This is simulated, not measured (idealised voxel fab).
process module | voxel self aligned contacts
cross-section cut | 145 nm wide | cells 5 nm
A cross-section is a grid of square cells, given in bands from the top down. A band is one or more rows of cells.
Each band's line starts with the height of the band's top and of its bottom, in nm. Then come its materials from left to right, each with its width in nm. One material with "throughout" fills the band from edge to edge. "air" is empty space.
Height 0 is the level under which the wafer as received is all one material. The lowest band goes on downwards, as in "0 down".
A width such as "30 to 40" changes by the same amount from each row of cells to the next, from the band's top row to its bottom row.
"no change" after a step means that no cell of the cross-section changed.
closed voids: empty space of 8 cells or more with no open way to the top, each as width x height at its distance from the left edge, in nm
after a step's settings: what the simulator itself notes on the step
overlay nm, on a step with a mask: how far to the right of its planned place the mask lay; to the left if negative
plan
1 op RECEIVE | material Si
2 op CONFORMAL_DEP | material SiO2 | thk nm 5
3 op DIRECTIONAL_DEP | material polySi | thk nm 30
4 op DIRECTIONAL_DEP | material SiN | thk nm 20
5 op DIRECTIONAL_DEP | material aC | thk nm 15
6 op PATTERN | tone cover | mask id GATE | material resist | width nm 30 | pitch nm 55 | thk nm 30 | overlay nm 0
7 op DIRECTIONAL_ETCH | etch materials aC | depth nm 15
8 op STRIP | etch materials resist
9 op DIRECTIONAL_ETCH | etch materials SiN | depth nm 20
10 op DIRECTIONAL_ETCH | etch materials polySi | depth nm 30
11 op STRIP | etch materials aC
12 op CONFORMAL_DEP | material SiN | thk nm 5
13 op DIRECTIONAL_ETCH | etch materials SiN | depth nm 5
14 op FILL_DEP | material SiO2 | thk nm 10
15 op CMP | height nm 60
16 op MASKED_ETCH | tone open | mask id CONTACT | width nm 35 | etch materials SiO2 | depth nm 60 | overlay nm 0
17 op CONFORMAL_DEP | material TiN | thk nm 5
18 op FILL_DEP | material W | thk nm 10
19 op CMP | height nm 60
20 op CONFORMAL_DEP | material SiN | thk nm 5
as received, after step 1
  0 down: Si throughout
  closed voids: none
first wafer at the end, as planned
  65 to 60: SiN throughout
  60 to 55: SiO2 55 | TiN 15 | W 5 | TiN 15 | SiO2 55
  55 to 35: SiO2 25 | SiN 40 | TiN 5 | W 5 | TiN 5 | SiN 40 | SiO2 25
  35 to 5: SiO2 25 | SiN 5 | polySi 30 | SiN 5 | TiN 5 | W 5 | TiN 5 | SiN 5 | polySi 30 | SiN 5 | SiO2 25
  5 to 0: SiO2 65 | TiN 15 | SiO2 65
  0 down: Si throughout
  closed voids: none
second wafer at the end: like start, like plan, one mistake
  65 to 60: SiN throughout
  60 to 55: SiO2 25 | SiN 40 | TiN 15 | SiN 40 | SiO2 25
  55 to 35: SiN throughout
  35 to 5: polySi throughout
  5 to 0: SiO2 throughout
  0 down: Si throughout
  closed voids: none
what went wrong: step 4 was run twice
at the end the second wafer has, in cells: 44 more of SiN | 109 fewer of SiO2 | 26 fewer of TiN | 11 fewer of W | 102 more of polySi
